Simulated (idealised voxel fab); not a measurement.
Herein follows the process module entitled voxel fin reveal.
In the cross-section labelled cut, the width is 275 nm and each square cell is 5 nm.
Notation: cross-section as square-cell grid; stated in bands, top first, going down; one or more cell rows per band. Band: top and bottom heights (nm) first, top before bottom; then materials from left to right, widths in nm. "everywhere" marks a sole material filling the band edge to edge. "empty" denotes empty space. Zero point of the height axis is 0; under it, received wafer = one material. Lowest band: continues down indefinitely, "0 nm and below". The expression "30 to 40" gives the width at the extremes of the band, the first number at its top row of cells and the second at its bottom row, with the width changing by equal amounts from each row to the next in between. The cross-section has no changed cell in any step marked "no modification". Encapsulated voids: empty space of 8 cells or more with no open way to the top, each as width x height at its distance from the left edge, in nm. What comes after the settings on a step's line is commentary from the simulator itself on that step. Regarding "overlay nm": on a step with a mask, it is the distance the mask lay to the right of its planned place; a negative value places it to the left.

# plan
1) RECEIVE,material Si
2) CONFORMAL_DEP,material SiN,thk nm 10
3) PATTERN,tone cover,mask id FINS,material resist,width nm 15,pitch nm 35,thk nm 20,overlay nm 0
4) DIRECTIONAL_ETCH,etch materials SiN,depth nm 10
5) DIRECTIONAL_ETCH,etch materials Si,depth nm 40
6) STRIP,etch materials resist
7) OXIDIZE,depth nm 5
8) FILL_DEP,material SiO2,thk nm 15
9) CMP,height nm 10
10) SELECTIVE_ETCH,etch materials SiO2,depth nm 25
11) STRIP,etch materials SiN
12) CONFORMAL_DEP,material HfO2,thk nm 5

# Cross-sectional view of the wafer in its as-received condition, corresponding to the state after step 1
0 nm and below = Si everywhere
Encapsulated voids: none

# As-planned run: cross-section of the first of two wafers at end of module
5 nm to 0 nm = 110 nm empty, 15 nm HfO2, 20 nm empty, 15 nm HfO2, 115 nm empty
0 nm to -10 nm = 110 nm empty, 5 nm HfO2, 5 nm Si, 5 nm HfO2, 20 nm empty, 5 nm HfO2, 5 nm Si, 5 nm HfO2, 115 nm empty
-10 nm to -15 nm = 115 nm HfO2, 5 nm Si, 30 nm HfO2, 5 nm Si, 120 nm HfO2
-15 nm to -45 nm = 115 nm SiO2, 5 nm Si, 30 nm SiO2, 5 nm Si, 120 nm SiO2
-45 nm and below = Si everywhere
Encapsulated voids: none

# End-of-module cross-section of the second wafer: identical starting point and process plan to the first, with one processing mistake
5 nm to 0 nm = 110 nm empty, 20 nm HfO2, 15 nm empty, 20 nm HfO2, 110 nm empty
0 nm to -10 nm = 110 nm empty, 5 nm HfO2, 10 nm Si, 5 nm HfO2, 15 nm empty, 5 nm HfO2, 10 nm Si, 5 nm HfO2, 110 nm empty
-10 nm to -15 nm = 115 nm HfO2, 10 nm Si, 25 nm HfO2, 10 nm Si, 115 nm HfO2
-15 nm to -45 nm = 115 nm SiO2, 10 nm Si, 25 nm SiO2, 10 nm Si, 115 nm SiO2
-45 nm and below = Si everywhere
Encapsulated voids: none
Diagnosis: step 3 did not happen as planned, as run it was PATTERN,tone cover,mask id FINS,material resist,width nm 20,pitch nm 35,thk nm 20,overlay nm 0
Heads up, by the end the second wafer has more or fewer cells of some materials compared to the first: Si +18; SiO2 -12
